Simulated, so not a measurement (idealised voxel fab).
The process module presented herein is designated voxel transistor to metal.
The figure presents cross-section cut, which has a width of 165 nm and is divided into square cells with an edge length of 5 nm.
Each cross-section below is a grid of square cells, stated as bands in top-down order, with one or more rows of cells making up each band. Within each band entry, the heights of the top and of the bottom of the band appear first, in that order and in nm; the materials of the band then follow from left to right, each with its corresponding width in nm. The designation "full width" on a single material indicates that it fills the band from edge to edge; the designation "air" indicates empty space. Heights are measured from 0, the level below which the as-received wafer is all one material; the lowest band has no bottom and continues downward, written as in "from 0 down". Width: "30..40" (first number = top row, second number = bottom row, same change from row to row of cells). A step reported as "no modifications" is a step in which no cell of the cross-section changed. Entry "Closed void table" = empty spaces >= 8 cells with no open way to the top; each as width x height at distance, distance from left edge, all nm. Whatever follows a step's settings on its line is a remark the simulator itself makes about that step. overlay nm: mask right of planned place by this much (step with mask). Neg. = left.

THE PROCESS STEPS THAT WERE PLANNED ARE LISTED BELOW
1. RECEIVE, material Si
2. CONFORMAL_DEP, material SiO2, thk nm 5
3. CONFORMAL_DEP, material SiN, thk nm 10
4. PATTERN, tone cover, mask id ACTIVE, material resist, width nm 105, thk nm 15, overlay nm 0
5. DIRECTIONAL_ETCH, etch materials SiN, depth nm 10
6. DIRECTIONAL_ETCH, etch materials SiO2, depth nm 5
7. DIRECTIONAL_ETCH, etch materials Si, depth nm 20
8. STRIP, etch materials resist
9. FILL_DEP, material SiO2, thk nm 10
10. CMP, height nm 15
11. SELECTIVE_ETCH, etch materials SiO2, depth nm 5
12. STRIP, etch materials SiN
13. SELECTIVE_ETCH, etch materials SiO2, depth nm 5
14. OXIDIZE, depth nm 5
15. DIRECTIONAL_DEP, material polySi, thk nm 25
16. DIRECTIONAL_DEP, material SiCN, thk nm 10
17. DIRECTIONAL_DEP, material aC, thk nm 15
18. PATTERN, tone cover, mask id GATE, material resist, width nm 15, thk nm 30, overlay nm 0
19. DIRECTIONAL_ETCH, etch materials aC, depth nm 15
20. STRIP, etch materials resist
21. DIRECTIONAL_ETCH, etch materials SiCN, depth nm 20
22. DIRECTIONAL_ETCH, etch materials polySi, depth nm 35
23. STRIP, etch materials aC
24. CONFORMAL_DEP, material SiO2, thk nm 5
25. DIRECTIONAL_ETCH, etch materials SiO2, depth nm 5
26. CONFORMAL_DEP, material SiN, thk nm 5
27. DIRECTIONAL_ETCH, etch materials SiN, depth nm 5
28. DIRECTIONAL_ETCH, etch materials SiO2, depth nm 5
29. EPI, material SiGe, thk nm 5
30. FILL_DEP, material SiO2, thk nm 10
31. CMP, height nm 35
32. DIRECTIONAL_DEP, material SiO2, thk nm 10
33. PATTERN, tone open, mask id CONTACT, material resist, width nm 20, pitch nm 65, thk nm 20, overlay nm 0
34. DIRECTIONAL_ETCH, etch materials SiO2, depth nm 45
35. STRIP, etch materials resist
36. CONFORMAL_DEP, material TiN, thk nm 5
37. FILL_DEP, material Ru, thk nm 5
38. CMP, height nm 45
39. DIRECTIONAL_DEP, material TiN, thk nm 5
40. DIRECTIONAL_DEP, material W, thk nm 20
41. MASKED_ETCH, tone cover, mask id METAL_1, width nm 20, pitch nm 65, etch materials W, depth nm 20, overlay nm 0
42. MASKED_ETCH, tone cover, mask id METAL_1, width nm 20, pitch nm 65, etch materials TiN, depth nm 5, overlay nm 0
43. CONFORMAL_DEP, material SiCN, thk nm 5
44. FILL_DEP, material lowk, thk nm 10
45. CMP, height nm 70
46. CONFORMAL_DEP, material SiN, thk nm 5

CROSS-SECTION: WAFER ON ARRIVAL = AFTER STEP 1
  from 0 down = Si full width
  Closed void table: none

THE FOLLOWING CROSS-SECTION DEPICTS THE WAFER UPON CONCLUSION OF THE MODULE. PROCESSING COMMENCED FROM THE STARTING CONDITION ILLUSTRATED ABOVE AND ADHERED TO THE PLAN ILLUSTRATED ABOVE, SAVE FOR ONE MISTAKE IN EXECUTION
  from 75 to 70 = SiN full width
  from 70 to 50 = 35 lowk, then 5 SiCN, then 20 W, then 5 SiCN, then 35 lowk, then 5 SiCN, then 20 W, then 5 SiCN, then 35 lowk
  from 50 to 45 = 40 SiCN, then 20 TiN, then 45 SiCN, then 20 TiN, then 40 SiCN
  from 45 to 35 = 40 SiO2, then 5 TiN, then 10 Ru, then 5 TiN, then 45 SiO2, then 5 TiN, then 10 Ru, then 5 TiN, then 40 SiO2
  from 35 to 25 = 40 SiO2, then 5 TiN, then 10 Ru, then 5 TiN, then 5 SiO2, then 5 SiN, then 5 SiO2, then 15 SiCN, then 5 SiO2, then 5 SiN, then 5 SiO2, then 5 TiN, then 10 Ru, then 5 TiN, then 40 SiO2
  from 25 to 5 = 40 SiO2, then 5 TiN, then 10 Ru, then 5 TiN, then 5 SiO2, then 5 SiN, then 5 SiO2, then 15 polySi, then 5 SiO2, then 5 SiN, then 5 SiO2, then 5 TiN, then 10 Ru, then 5 TiN, then 40 SiO2
  from 5 to 0 = 30 SiO2, then 5 SiN, then 5 SiO2, then 20 TiN, then 5 SiO2, then 5 SiN, then 5 SiO2, then 15 polySi, then 5 SiO2, then 5 SiN, then 5 SiO2, then 20 TiN, then 5 SiO2, then 5 SiN, then 30 SiO2
  from 0 to -5 = 35 SiO2, then 30 SiGe, then 35 SiO2, then 30 SiGe, then 35 SiO2
  from -5 to -40 = 30 SiO2, then 105 Si, then 30 SiO2
  from -40 down = Si full width
  Closed void table: none
In executing the process, a mistake was made relative to the plan: in the plan, step 7 was performed twice
